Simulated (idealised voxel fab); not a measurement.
process module | voxel tone inversion
cross-section cut | 255 nm wide | cells 5 nm
A cross-section is a grid of square cells, given in bands from the top down. A band is one or more rows of cells.
Each band's line starts with the height of the band's top and of its bottom, in nm. Then come its materials from left to right, each with its width in nm. One material with "throughout" fills the band from edge to edge. "air" is empty space.
Height 0 is the level under which the wafer as received is all one material. The lowest band goes on downwards, as in "0 down".
A width such as "30 to 40" changes by the same amount from each row of cells to the next, from the band's top row to its bottom row.
"no change" after a step means that no cell of the cross-section changed.
closed voids: empty space of 8 cells or more with no open way to the top, each as width x height at its distance from the left edge, in nm
after a step's settings: what the simulator itself notes on the step
overlay nm, on a step with a mask: how far to the right of its planned place the mask lay; to the left if negative
plan
1 op RECEIVE | material Si
2 op CONFORMAL_DEP | material SiCN | thk nm 10
3 op DIRECTIONAL_DEP | material aC | thk nm 20
4 op PATTERN | tone cover | mask id POSTS | material resist | width nm 25 | pitch nm 50 | thk nm 25 | overlay nm 0
5 op DIRECTIONAL_ETCH | etch materials aC | depth nm 20
6 op STRIP | etch materials resist
7 op FILL_DEP | material SiO2 | thk nm 10
8 op CMP | height nm 30
9 op STRIP | etch materials aC
as received, after step 1
  0 down: Si throughout
  closed voids: none
first wafer at the end, as planned
  30 to 10: SiO2 40 | air 25 | SiO2 25 | air 25 | SiO2 25 | air 25 | SiO2 25 | air 25 | SiO2 40
  10 to 0: SiCN throughout
  0 down: Si throughout
  closed voids: none
second wafer at the end: like start, like plan, one mistake
  30 to 20: SiO2 throughout
  20 to 10: SiO2 40 | aC 25 | SiO2 25 | aC 25 | SiO2 25 | aC 25 | SiO2 25 | aC 25 | SiO2 40
  10 to 0: SiCN throughout
  0 down: Si throughout
  closed voids: none
what went wrong: step 3 ran as: op DIRECTIONAL_DEP | material aC | thk nm 10
at the end the second wafer has, in cells: 40 more of SiO2 | 40 more of aC
